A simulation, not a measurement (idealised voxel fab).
The process module presented herein is designated voxel ribs on slabs.
For reference, the cross-section in this document is cut, with width 155 nm and square cells of 5 nm.
Throughout this document, each cross-section is represented as a grid of square cells and is presented as a sequence of bands enumerated from the top downward, where a band comprises one or more rows of cells.
Band entry format. Leading values: height of top, height of bottom, nm. Remainder: materials in left-to-right order, each with its width in nm. Special words: "everywhere" on a single material, which then fills the band edge to edge; "blank", empty space.
Note: height 0 marks the level under which the wafer is uniformly one material as received. Lowest band unbounded below, written "z 0 and below".
Read "30->40" as a graded width: first number on top, second number at the bottom, same change between each pair of neighbouring rows.
"everything unchanged" for a step: no cell of the cross-section changed in that step.
The entry "Closed internal voids" lists the empty spaces that cover at least 8 cells and have no open path to the top. Each is written as width x height at distance, where the distance is measured from the left edge and all three values are in nm.
Heads up: the bit after the settings on a step's line is the simulator's remark on that step.
overlay nm: mask offset rightward from planned place, masked step; negative means leftward offset.

[Listed below are the process steps as planned]
- 1: RECEIVE [material Si]
- 2: DIRECTIONAL_DEP [material SiO2] [thk nm 20]
- 3: DIRECTIONAL_DEP [material SiN] [thk nm 15]
- 4: DIRECTIONAL_DEP [material aC] [thk nm 15]
- 5: PATTERN [tone cover] [mask id RIB] [material resist] [width nm 30] [thk nm 35] [overlay nm 0]
- 6: DIRECTIONAL_ETCH [etch materials aC] [depth nm 15]
- 7: STRIP [etch materials resist]
- 8: DIRECTIONAL_ETCH [etch materials SiN] [depth nm 10]
- 9: STRIP [etch materials aC]
- 10: MASKED_ETCH [tone cover] [mask id SLAB] [width nm 90] [etch materials SiN] [depth nm 5] [overlay nm 0]
- 11: FILL_DEP [material SiO2] [thk nm 15]
- 12: CMP [height nm 45]
- 13: DIRECTIONAL_DEP [material W] [thk nm 5]
- 14: MASKED_ETCH [tone cover] [mask id HEATER] [width nm 40] [etch materials W] [depth nm 5] [overlay nm 0]
- 15: CONFORMAL_DEP [material SiN] [thk nm 10]

[Shown in cross-section is the wafer as received, that is, as it stands after step 1]
* z 0 and below | Si everywhere
* Closed internal voids: none

[Figure: cross-sectional view of the wafer upon completion of the module, processed from the initial state and according to the plan depicted above, with one error introduced during execution]
* z 60 to 45 | SiN everywhere
* z 45 to 35 | SiO2 everywhere
* z 35 to 25 | SiO2 60; SiN 30; SiO2 65
* z 25 to 20 | SiO2 30; SiN 90; SiO2 35
* z 20 to 0 | SiO2 everywhere
* z 0 and below | Si everywhere
* Closed internal voids: none
Error vs. plan: step 13 went in with a setting other than planned; the actual run was DIRECTIONAL_DEP [material SiN] [thk nm 5]
